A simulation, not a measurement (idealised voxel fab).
process module | voxel self aligned vias
cross-section cut | 175 nm wide | cells 5 nm
A cross-section is a grid of square cells, given in bands from the top down. A band is one or more rows of cells.
Each band's line starts with the height of the band's top and of its bottom, in nm. Then come its materials from left to right, each with its width in nm. One material with "throughout" fills the band from edge to edge. "air" is empty space.
Height 0 is the level under which the wafer as received is all one material. The lowest band goes on downwards, as in "0 down".
A width such as "30 to 40" changes by the same amount from each row of cells to the next, from the band's top row to its bottom row.
"no change" after a step means that no cell of the cross-section changed.
closed voids: empty space of 8 cells or more with no open way to the top, each as width x height at its distance from the left edge, in nm
after a step's settings: what the simulator itself notes on the step
overlay nm, on a step with a mask: how far to the right of its planned place the mask lay; to the left if negative
plan
1 op RECEIVE | material Si
2 op CONFORMAL_DEP | material SiO2 | thk nm 10
3 op CONFORMAL_DEP | material SiCN | thk nm 5
4 op DIRECTIONAL_DEP | material lowk | thk nm 25
5 op MASKED_ETCH | tone open | mask id LINES | width nm 30 | pitch nm 75 | etch materials lowk | depth nm 25 | overlay nm 0
6 op CONFORMAL_DEP | material TiN | thk nm 5
7 op FILL_DEP | material Ru | thk nm 10
8 op CMP | height nm 40
9 op SELECTIVE_ETCH | etch materials W Ru TiN | depth nm 10
10 op FILL_DEP | material SiN | thk nm 10
11 op CMP | height nm 40
12 op DIRECTIONAL_DEP | material lowk | thk nm 20
13 op MASKED_ETCH | tone open | mask id VIAS | width nm 50 | etch materials lowk | depth nm 20 | overlay nm 0
14 op MASKED_ETCH | tone open | mask id VIAS | width nm 50 | etch materials SiN | depth nm 10 | overlay nm 0
15 op CONFORMAL_DEP | material TiN | thk nm 5
16 op FILL_DEP | material Cu | thk nm 5
17 op CMP | height nm 60
18 op CONFORMAL_DEP | material SiN | thk nm 5
as received, after step 1
  0 down: Si throughout
  closed voids: none
first wafer at the end, as planned
  65 to 60: SiN throughout
  60 to 45: lowk 25 | TiN 5 | Cu 40 | TiN 5 | lowk 100
  45 to 40: lowk 25 | TiN 15 | Cu 20 | TiN 15 | lowk 100
  40 to 35: lowk 35 | TiN 5 | Cu 20 | TiN 5 | lowk 45 | SiN 30 | lowk 35
  35 to 30: lowk 35 | TiN 30 | lowk 45 | SiN 30 | lowk 35
  30 to 20: lowk 35 | TiN 5 | Ru 20 | TiN 5 | lowk 45 | TiN 5 | Ru 20 | TiN 5 | lowk 35
  20 to 15: lowk 35 | TiN 30 | lowk 45 | TiN 30 | lowk 35
  15 to 10: SiCN throughout
  10 to 0: SiO2 throughout
  0 down: Si throughout
  closed voids: none
second wafer at the end: like start, like plan, one mistake
  65 to 60: SiN throughout
  60 to 45: lowk 25 | TiN 5 | Cu 40 | TiN 5 | lowk 100
  45 to 40: lowk 25 | TiN 50 | lowk 100
  40 to 30: lowk throughout
  30 to 20: lowk 35 | TiN 5 | Ru 20 | TiN 5 | lowk 45 | TiN 5 | Ru 20 | TiN 5 | lowk 35
  20 to 15: lowk 35 | TiN 30 | lowk 45 | TiN 30 | lowk 35
  15 to 10: SiCN throughout
  10 to 0: SiO2 throughout
  0 down: Si throughout
  closed voids: none
what went wrong: step 10 ran as: op FILL_DEP | material lowk | thk nm 10
at the end the second wafer has, in cells: 8 fewer of Cu | 12 fewer of SiN | 4 fewer of TiN | 24 more of lowk
